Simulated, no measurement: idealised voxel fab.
Presented below is a process module, voxel capacitor over wiring.
Cross-sectional view cut (width: 215 nm; square cell size: 5 nm).
If you're reading a cross-section in this doc, picture square cells in a grid; it comes to you as bands, top ones listed first down to the bottom, and a band can be one or more rows of cells.
Top, bottom (nm), then materials left to right with widths (nm); lone material tagged "edge to edge" fills the whole band edge to edge; "empty" = empty space.
Note: height 0 marks the level under which the wafer is uniformly one material as received. Lowest band unbounded below, written "from 0 down".
Read "30 to 40" as a graded width: first number on top, second number at the bottom, same change between each pair of neighbouring rows.
Step marked "same as before"? Then no cell in the cross-section changed in it.
Under "Encapsulated voids" you'll find the enclosed gaps, the ones with no way out to the top, that are 8 cells or bigger; each reads width x height at distance, with distance counted from the left edge, everything in nm.
Read whatever lies past the settings on a step's line as the simulator's own remark about the step.
overlay nm: on a step with a mask, how far right of its planned place the mask lay; negative means left.
THE STEPS PLANNED FOR THE PROCESS ARE AS FOLLOWS
- 1: RECEIVE (material Si)
- 2: CONFORMAL_DEP (material SiO2; thk nm 15)
- 3: DIRECTIONAL_DEP (material TiN; thk nm 5)
- 4: DIRECTIONAL_DEP (material W; thk nm 20)
- 5: MASKED_ETCH (tone cover; mask id METAL_1; width nm 20; pitch nm 90; etch materials W; depth nm 20; overlay nm 0)
- 6: MASKED_ETCH (tone cover; mask id METAL_1; width nm 20; pitch nm 90; etch materials TiN; depth nm 5; overlay nm 0)
- 7: FILL_DEP (material SiO2; thk nm 10)
- 8: CMP (height nm 40)
- 9: CONFORMAL_DEP (material SiCN; thk nm 5)
- 10: DIRECTIONAL_DEP (material SiO2; thk nm 15)
- 11: MASKED_ETCH (tone open; mask id PLUG_1; width nm 15; etch materials SiO2; depth nm 15; overlay nm 0)
- 12: MASKED_ETCH (tone open; mask id PLUG_1; width nm 15; etch materials SiCN; depth nm 5; overlay nm 0)
- 13: CONFORMAL_DEP (material TiN; thk nm 5)
- 14: FILL_DEP (material Ru; thk nm 5)
- 15: CMP (height nm 60)
- 16: DIRECTIONAL_DEP (material TiN; thk nm 5)
- 17: DIRECTIONAL_DEP (material HfO2; thk nm 5)
- 18: DIRECTIONAL_DEP (material TiN; thk nm 5)
- 19: PATTERN (tone cover; mask id UPPER_PLATE; material resist; width nm 75; thk nm 20; overlay nm 0)
- 20: DIRECTIONAL_ETCH (etch materials TiN; depth nm 5)
- 21: DIRECTIONAL_ETCH (etch materials HfO2; depth nm 5)
- 22: STRIP (etch materials resist)
- 23: MASKED_ETCH (tone cover; mask id LOWER_PLATE; width nm 85; etch materials TiN; depth nm 5; overlay nm 0)
- 24: FILL_DEP (material SiO2; thk nm 15)
- 25: CMP (height nm 85)
- 26: MASKED_ETCH (tone open; mask id PLUG_2; width nm 15; etch materials SiO2; depth nm 10; overlay nm 0)
- 27: CONFORMAL_DEP (material TiN; thk nm 5)
- 28: FILL_DEP (material W; thk nm 10)
- 29: CMP (height nm 85)
- 30: CONFORMAL_DEP (material SiN; thk nm 5)
RECEIVED-STATE CROSS-SECTION, REFLECTING COMPLETION OF STEP 1
	from 0 down: Si edge to edge
	Encapsulated voids: none
POST-MODULE CROSS-SECTION OF THE FIRST OF TWO WAFERS (RUN PER PLAN)
	from 90 to 85: SiN edge to edge
	from 85 to 80: SiO2: 65 | TiN: 5 | W: 5 | TiN: 5 | SiO2: 135
	from 80 to 70: SiO2: 65 to 55 | TiN: 15 to 75 | SiO2: 135 to 85
	from 70 to 65: SiO2: 55 | HfO2: 75 | SiO2: 85
	from 65 to 60: SiO2: 50 | TiN: 85 | SiO2: 80
	from 60 to 45: SiO2: 55 | TiN: 5 | Ru: 5 | TiN: 5 | SiO2: 145
	from 45 to 40: SiCN: 55 | TiN: 15 | SiCN: 145
	from 40 to 20: SiO2: 50 | W: 20 | SiO2: 70 | W: 20 | SiO2: 55
	from 20 to 15: SiO2: 50 | TiN: 20 | SiO2: 70 | TiN: 20 | SiO2: 55
	from 15 to 0: SiO2 edge to edge
	from 0 down: Si edge to edge
	Encapsulated voids: none
SECOND WAFER CROSS-SECTION AT END OF MODULE - SHARED START AND PLAN WITH THE FIRST, ONE MISTAKE IN THE RUN
	from 90 to 85: SiN edge to edge
	from 85 to 80: SiO2: 65 | TiN: 5 | W: 5 | TiN: 5 | SiO2: 135
	from 80 to 75: SiO2: 65 | TiN: 15 | SiO2: 135
	from 75 to 70: SiO2 edge to edge
	from 70 to 60: SiO2: 55 to 50 | TiN: 75 to 85 | SiO2: 85 to 80
	from 60 to 45: SiO2: 55 | TiN: 5 | Ru: 5 | TiN: 5 | SiO2: 145
	from 45 to 40: SiCN: 55 | TiN: 15 | SiCN: 145
	from 40 to 20: SiO2: 50 | W: 20 | SiO2: 70 | W: 20 | SiO2: 55
	from 20 to 15: SiO2: 50 | TiN: 20 | SiO2: 70 | TiN: 20 | SiO2: 55
	from 15 to 0: SiO2 edge to edge
	from 0 down: Si edge to edge
	Encapsulated voids: none
Error vs. plan: step 17 of the plan never got run, it was skipped over
Bottom line after processing is that, in cells, the second wafer is up or down on some materials versus the first: 15 fewer of HfO2; 15 more of SiO2
